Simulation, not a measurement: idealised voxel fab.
Title: Process Module voxel air gaps
Each square cell in cross-section cut measures 5 nm, and the section as a whole is 215 nm wide.
A cross-section in this document is a grid of square cells, and it is written down as bands, the top band listed before the ones below it; a band is made up of one or more rows of cells.
Look at the band entry: it leads with the top's height and the bottom's height in nm. Then it lists the materials left to right, with a width in nm for each. The word "full width" on a single material says that material fills the band edge to edge. The word "empty" is empty space.
Counting heights begins at 0, where everything beneath is, in the wafer as received, one material. The lowest band has no bottom; it goes on downwards, as "0 nm and below" shows.
A width such as "30..40" changes by the same amount from each row of cells to the next, from the band's top row to its bottom row.
It should be understood that the words "no modifications", when stated for a given step, signify that the cross-section underwent no change in any of its cells during that step.
Each empty space that has no open way to the top and spans at least 8 cells appears under "Enclosed cavity list" as width x height at distance, the distance counted from the left edge, all in nm.
Heads up: the bit after the settings on a step's line is the simulator's remark on that step.
When a step includes a mask, the "overlay nm" setting on its line states how far to the right of its planned place that mask lay, and negative values state how far to the left.

Steps planned for the process
1: RECEIVE | material Si
2: CONFORMAL_DEP | material SiO2 | thk nm 10
3: CONFORMAL_DEP | material SiN | thk nm 5
4: DIRECTIONAL_DEP | material lowk | thk nm 35
5: DIRECTIONAL_DEP | material aC | thk nm 15
6: PATTERN | tone open | mask id LINES | material resist | width nm 15 | pitch nm 45 | thk nm 35 | overlay nm 0
7: DIRECTIONAL_ETCH | etch materials aC | depth nm 15
8: STRIP | etch materials resist
9: DIRECTIONAL_ETCH | etch materials lowk | depth nm 35
10: STRIP | etch materials aC
11: CONFORMAL_DEP | material TiN | thk nm 5
12: FILL_DEP | material Ru | thk nm 10
13: CMP | height nm 50
14: EPI | material Ru | thk nm 10
15: SELECTIVE_ETCH | etch materials lowk | depth nm 45
16: CONFORMAL_DEP | material SiN | thk nm 5
The width nm used in step 6 is not the same on every wafer, whereas the starting condition is; the value printed in the plan is the first wafer's.

The first of several wafers as received, shown in cross-section; this is its state after step 1
  0 nm and below = Si full width
  Enclosed cavity list: none

First of several wafers: cross-section at the end of the module, after step 16, its last step
  65 nm to 60 nm = 40 of empty | 135 of SiN | 40 of empty
  60 nm to 50 nm = 40 of empty | 5 of SiN | 35 of Ru | 10 of SiN | 35 of Ru | 10 of SiN | 35 of Ru | 5 of SiN | 40 of empty
  50 nm to 45 nm = 40 of empty | 15 of SiN | 5 of TiN | 5 of Ru | 5 of TiN | 30 of SiN | 5 of TiN | 5 of Ru | 5 of TiN | 30 of SiN | 5 of TiN | 5 of Ru | 5 of TiN | 15 of SiN | 40 of empty
  45 nm to 20 nm = 50 of empty | 5 of SiN | 5 of TiN | 5 of Ru | 5 of TiN | 5 of SiN | 20 of empty | 5 of SiN | 5 of TiN | 5 of Ru | 5 of TiN | 5 of SiN | 20 of empty | 5 of SiN | 5 of TiN | 5 of Ru | 5 of TiN | 5 of SiN | 50 of empty
  20 nm to 15 nm = 55 of SiN | 15 of TiN | 30 of SiN | 15 of TiN | 30 of SiN | 15 of TiN | 55 of SiN
  15 nm to 10 nm = SiN full width
  10 nm to 0 nm = SiO2 full width
  0 nm and below = Si full width
  Enclosed cavity list: 20 x 25 at 75; 20 x 25 at 120

The module's end: a cross-section of the last wafer
  65 nm to 60 nm = 35 of empty | 150 of SiN | 30 of empty
  60 nm to 50 nm = 35 of empty | 5 of SiN | 140 of Ru | 5 of SiN | 30 of empty
  50 nm to 45 nm = 35 of empty | 15 of SiN | 5 of TiN | 20 of Ru | 5 of TiN | 15 of lowk | 5 of TiN | 20 of Ru | 5 of TiN | 15 of lowk | 5 of TiN | 20 of Ru | 5 of TiN | 15 of SiN | 30 of empty
  45 nm to 20 nm = 45 of empty | 5 of SiN | 5 of TiN | 20 of Ru | 5 of TiN | 15 of lowk | 5 of TiN | 20 of Ru | 5 of TiN | 15 of lowk | 5 of TiN | 20 of Ru | 5 of TiN | 5 of SiN | 40 of empty
  20 nm to 15 nm = 50 of SiN | 30 of TiN | 15 of lowk | 30 of TiN | 15 of lowk | 30 of TiN | 45 of SiN
  15 nm to 10 nm = SiN full width
  10 nm to 0 nm = SiO2 full width
  0 nm and below = Si full width
  Enclosed cavity list: none

Heads up, this table goes wafer by wafer. A row tells you, at the end of the module, how many cells of each material that wafer has put on (+) or dropped (-) since it was received, and then its closed voids
width nm 15, +60 Ru, +164 SiN, +86 SiO2, +45 TiN, Enclosed cavity list: 20 x 25 at 75; 20 x 25 at 120
width nm 20, +84 Ru, +156 SiN, +86 SiO2, +48 TiN, Enclosed cavity list: 15 x 25 at 80; 15 x 25 at 125
width nm 25, +108 Ru, +112 SiN, +86 SiO2, +51 TiN, +56 lowk, Enclosed cavity list: none
width nm 30, +128 Ru, +112 SiN, +86 SiO2, +54 TiN, +42 lowk, Enclosed cavity list: none
